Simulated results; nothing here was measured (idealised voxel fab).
process module | voxel ribs on slabs
cross-section cut | 150 nm wide | cells 5 nm
A cross-section is a grid of square cells, given in bands from the top down. A band is one or more rows of cells.
Each band's line starts with the height of the band's top and of its bottom, in nm. Then come its materials from left to right, each with its width in nm. One material with "throughout" fills the band from edge to edge. "air" is empty space.
Height 0 is the level under which the wafer as received is all one material. The lowest band goes on downwards, as in "0 down".
A width such as "30 to 40" changes by the same amount from each row of cells to the next, from the band's top row to its bottom row.
"no change" after a step means that no cell of the cross-section changed.
closed voids: empty space of 8 cells or more with no open way to the top, each as width x height at its distance from the left edge, in nm
after a step's settings: what the simulator itself notes on the step
overlay nm, on a step with a mask: how far to the right of its planned place the mask lay; to the left if negative
plan
1 op RECEIVE | material Si
2 op DIRECTIONAL_DEP | material SiO2 | thk nm 20
3 op DIRECTIONAL_DEP | material polySi | thk nm 15
4 op PATTERN | tone cover | mask id RIB | material resist | width nm 25 | thk nm 20 | overlay nm 0
5 op DIRECTIONAL_ETCH | etch materials polySi | depth nm 10
6 op STRIP | etch materials resist
7 op PATTERN | tone cover | mask id SLAB | material resist | width nm 85 | thk nm 20 | overlay nm 0
8 op DIRECTIONAL_ETCH | etch materials polySi | depth nm 5
9 op STRIP | etch materials resist
10 op FILL_DEP | material SiO2 | thk nm 20
11 op CMP | height nm 45
12 op DIRECTIONAL_DEP | material W | thk nm 10
13 op MASKED_ETCH | tone cover | mask id HEATER | width nm 35 | etch materials W | depth nm 10 | overlay nm 0
14 op CONFORMAL_DEP | material SiN | thk nm 10
as received, after step 1
  0 down: Si throughout
  closed voids: none
a wafer at the end: this start, this plan, one mistake
  65 to 55: air 45 | SiN 55 | air 50
  55 to 45: SiN 55 | W 35 | SiN 60
  45 to 25: SiO2 throughout
  25 to 20: SiO2 30 | polySi 30 | SiO2 25 | polySi 30 | SiO2 35
  20 to 0: SiO2 throughout
  0 down: Si throughout
  closed voids: none
what went wrong: steps 3 and 4 were swapped
